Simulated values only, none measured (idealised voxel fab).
Process module name: voxel fin reveal
295 nm wide, 5 nm square cells: that's cross-section cut.
Just so we're on the same page, the cross-sections are grids of square cells, and they're listed out in bands top to bottom, each band one or more rows deep. The entry gives the band's vertical extent as a top height and a bottom height in nm, then its horizontal make-up as materials from left to right, each with a width in nm. "air" stands for empty space; a single material marked "throughout" fills the band edge to edge. We count height from 0. Below that, the starting wafer is all one material. The lowest band never ends at the bottom but goes on down; see "0..down" for how that is written. Width: "30->40" (first number = top row, second number = bottom row, same change from row to row of cells). Given "nothing altered" for a step, no cell of the cross-section differs between before and after that step. "Closed empty spaces" means: voids of 8 cells or more that are shut off from the top with no open way through. Written width x height at distance, distance from the left edge, in nm. What comes after the settings on a step's line is commentary from the simulator itself on that step. overlay nm: how far to the right of its planned place the mask lay on this masked step (negative: to the left).
Steps planned for the process
1) RECEIVE (material Si)
2) CONFORMAL_DEP (material SiN; thk nm 10)
3) MASKED_ETCH (tone cover; mask id FINS; width nm 15; pitch nm 40; etch materials SiN; depth nm 10; overlay nm 0)
4) MASKED_ETCH (tone cover; mask id FINS; width nm 15; pitch nm 40; etch materials Si; depth nm 30; overlay nm 0)
5) FILL_DEP (material SiO2; thk nm 5)
6) CMP (height nm 10)
7) SELECTIVE_ETCH (etch materials SiO2; depth nm 30)
8) STRIP (etch materials SiN)
9) CONFORMAL_DEP (material HfO2; thk nm 5)
First wafer, two in total, run as planned
Wafer at receipt (post step 1), cross-section
0..down  Si throughout
Closed empty spaces: none
Cross-sectional representation of the wafer at the conclusion of step 2
10..0  SiN throughout
Under the height 0 nothing was changed.
Cross-sectional representation of the wafer at the conclusion of step 3
10..0  100 nm air | 15 nm SiN | 25 nm air | 15 nm SiN | 25 nm air | 15 nm SiN | 100 nm air
Under the height 0 nothing was changed.
Cross-sectional representation of the wafer at the conclusion of step 4
10..0  100 nm air | 15 nm SiN | 25 nm air | 15 nm SiN | 25 nm air | 15 nm SiN | 100 nm air
0..-30  100 nm air | 15 nm Si | 25 nm air | 15 nm Si | 25 nm air | 15 nm Si | 100 nm air
Under the height -30 nothing was changed.
Cross-sectional representation of the wafer at the conclusion of step 5
15..10  SiO2 throughout
10..0  100 nm SiO2 | 15 nm SiN | 25 nm SiO2 | 15 nm SiN | 25 nm SiO2 | 15 nm SiN | 100 nm SiO2
0..-30  100 nm SiO2 | 15 nm Si | 25 nm SiO2 | 15 nm Si | 25 nm SiO2 | 15 nm Si | 100 nm SiO2
Under the height -30 nothing was changed.
Cross-sectional representation of the wafer at the conclusion of step 6
10..0  100 nm SiO2 | 15 nm SiN | 25 nm SiO2 | 15 nm SiN | 25 nm SiO2 | 15 nm SiN | 100 nm SiO2
Under the height 0 nothing was changed.
Cross-sectional representation of the wafer at the conclusion of step 7
10..0  100 nm air | 15 nm SiN | 25 nm air | 15 nm SiN | 25 nm air | 15 nm SiN | 100 nm air
0..-20  100 nm air | 15 nm Si | 25 nm air | 15 nm Si | 25 nm air | 15 nm Si | 100 nm air
Under the height -20 nothing was changed.
Cross-sectional representation of the wafer at the conclusion of step 8
0..-20  100 nm air | 15 nm Si | 25 nm air | 15 nm Si | 25 nm air | 15 nm Si | 100 nm air
Under the height -20 nothing was changed.
Cross-sectional representation of the wafer at the conclusion of step 9
5..0  95 nm air | 25 nm HfO2 | 15 nm air | 25 nm HfO2 | 15 nm air | 25 nm HfO2 | 95 nm air
0..-15  95 nm air | 5 nm HfO2 | 15 nm Si | 5 nm HfO2 | 15 nm air | 5 nm HfO2 | 15 nm Si | 5 nm HfO2 | 15 nm air | 5 nm HfO2 | 15 nm Si | 5 nm HfO2 | 95 nm air
-15..-20  100 nm HfO2 | 15 nm Si | 25 nm HfO2 | 15 nm Si | 25 nm HfO2 | 15 nm Si | 100 nm HfO2
Under the height -20 nothing was changed.
It is to be noted that the second wafer proceeded from the same initial state and according to the same plan as the first, although one mistake was committed in its execution; through step 8, inclusive, the two wafers share an identical history
X-section, second wafer, when step 9 was due to finish
5..0  95 nm air | 25 nm SiO2 | 15 nm air | 25 nm SiO2 | 15 nm air | 25 nm SiO2 | 95 nm air
0..-15  95 nm air | 5 nm SiO2 | 15 nm Si | 5 nm SiO2 | 15 nm air | 5 nm SiO2 | 15 nm Si | 5 nm SiO2 | 15 nm air | 5 nm SiO2 | 15 nm Si | 5 nm SiO2 | 95 nm air
-15..-30  100 nm SiO2 | 15 nm Si | 25 nm SiO2 | 15 nm Si | 25 nm SiO2 | 15 nm Si | 100 nm SiO2
Under the height -30 nothing was changed.
Finding, execution versus plan: off-plan run, step 9, actual operation and settings CONFORMAL_DEP (material SiO2; thk nm 5)
Final tally in cells, some materials are higher or lower on the second wafer than on the first: HfO2 -83; SiO2 +83
